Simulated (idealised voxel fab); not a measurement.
process module | voxel capacitor over wiring
cross-section cut | 220 nm wide | cells 5 nm
A cross-section is a grid of square cells, given in bands from the top down. A band is one or more rows of cells.
Each band's line starts with the height of the band's top and of its bottom, in nm. Then come its materials from left to right, each with its width in nm. One material with "throughout" fills the band from edge to edge. "air" is empty space.
Height 0 is the level under which the wafer as received is all one material. The lowest band goes on downwards, as in "0 down".
A width such as "30 to 40" changes by the same amount from each row of cells to the next, from the band's top row to its bottom row.
"no change" after a step means that no cell of the cross-section changed.
closed voids: empty space of 8 cells or more with no open way to the top, each as width x height at its distance from the left edge, in nm
after a step's settings: what the simulator itself notes on the step
overlay nm, on a step with a mask: how far to the right of its planned place the mask lay; to the left if negative
plan
1 op RECEIVE | material Si
2 op CONFORMAL_DEP | material SiO2 | thk nm 10
3 op DIRECTIONAL_DEP | material TiN | thk nm 5
4 op DIRECTIONAL_DEP | material W | thk nm 20
5 op MASKED_ETCH | tone cover | mask id METAL_1 | width nm 30 | pitch nm 100 | etch materials W | depth nm 20 | overlay nm 0
6 op MASKED_ETCH | tone cover | mask id METAL_1 | width nm 30 | pitch nm 100 | etch materials TiN | depth nm 5 | overlay nm 0
7 op CONFORMAL_DEP | material SiN | thk nm 5
8 op FILL_DEP | material lowk | thk nm 10
9 op CMP | height nm 35
10 op CONFORMAL_DEP | material SiCN | thk nm 5
11 op DIRECTIONAL_DEP | material lowk | thk nm 15
12 op PATTERN | tone open | mask id PLUG_1 | material resist | width nm 15 | thk nm 15 | overlay nm 0
13 op DIRECTIONAL_ETCH | etch materials lowk | depth nm 15
14 op DIRECTIONAL_ETCH | etch materials SiCN | depth nm 5
15 op STRIP | etch materials resist
16 op EPI | material Ru | thk nm 10
17 op EPI | material Ru | thk nm 10
18 op DIRECTIONAL_DEP | material TiN | thk nm 10
19 op DIRECTIONAL_DEP | material Al2O3 | thk nm 5
20 op DIRECTIONAL_DEP | material TiN | thk nm 5
21 op MASKED_ETCH | tone cover | mask id UPPER_PLATE | width nm 75 | etch materials TiN | depth nm 5 | overlay nm 0
22 op MASKED_ETCH | tone cover | mask id UPPER_PLATE | width nm 75 | etch materials Al2O3 | depth nm 5 | overlay nm 0
23 op MASKED_ETCH | tone cover | mask id LOWER_PLATE | width nm 85 | etch materials TiN | depth nm 10 | overlay nm 0
24 op FILL_DEP | material SiO2 | thk nm 15
25 op CMP | height nm 85
26 op MASKED_ETCH | tone open | mask id PLUG_2 | width nm 15 | etch materials SiO2 | depth nm 10 | overlay nm 0
27 op CONFORMAL_DEP | material TiN | thk nm 5
28 op FILL_DEP | material W | thk nm 10
29 op CMP | height nm 85
30 op CONFORMAL_DEP | material SiN | thk nm 5
as received, after step 1
  0 down: Si throughout
  closed voids: none
first wafer at the end, as planned
  90 to 85: SiN throughout
  85 to 80: SiO2 70 | TiN 5 | W 5 | TiN 5 | SiO2 135
  80 to 70: SiO2 70 to 60 | TiN 15 to 75 | SiO2 135 to 85
  70 to 65: SiO2 60 | Al2O3 75 | SiO2 85
  65 to 55: SiO2 55 | TiN 85 | SiO2 80
  55 to 40: lowk 60 | Ru 15 | lowk 145
  40 to 35: SiCN 60 | Ru 15 | SiCN 145
  35 to 15: lowk 40 | SiN 5 | W 30 | SiN 5 | lowk 60 | SiN 5 | W 30 | SiN 5 | lowk 40
  15 to 10: SiN 45 | TiN 30 | SiN 70 | TiN 30 | SiN 45
  10 to 0: SiO2 throughout
  0 down: Si throughout
  closed voids: none
second wafer at the end: like start, like plan, one mistake
  90 to 85: SiN throughout
  85 to 80: SiO2 70 | TiN 5 | W 5 | TiN 5 | SiO2 135
  80 to 70: SiO2 70 to 75 | TiN 15 to 60 | SiO2 135 to 85
  70 to 65: SiO2 75 | Al2O3 60 | SiO2 85
  65 to 55: SiO2 55 | TiN 5 | SiO2 15 | TiN 65 | SiO2 80
  55 to 50: lowk 60 | TiN 15 | lowk 145
  50 to 45: lowk 60 | Al2O3 15 | lowk 145
  45 to 40: lowk 60 | TiN 15 | lowk 145
  40 to 35: SiCN 60 | TiN 15 | SiCN 145
  35 to 15: lowk throughout
  15 to 10: TiN throughout
  10 to 0: SiO2 throughout
  0 down: Si throughout
  closed voids: none
what went wrong: step 4 ran as: op DIRECTIONAL_DEP | material lowk | thk nm 20
at the end the second wafer has, in cells: 12 fewer of Ru | 48 fewer of SiN | 12 more of SiO2 | 32 more of TiN | 48 fewer of W | 64 more of lowk
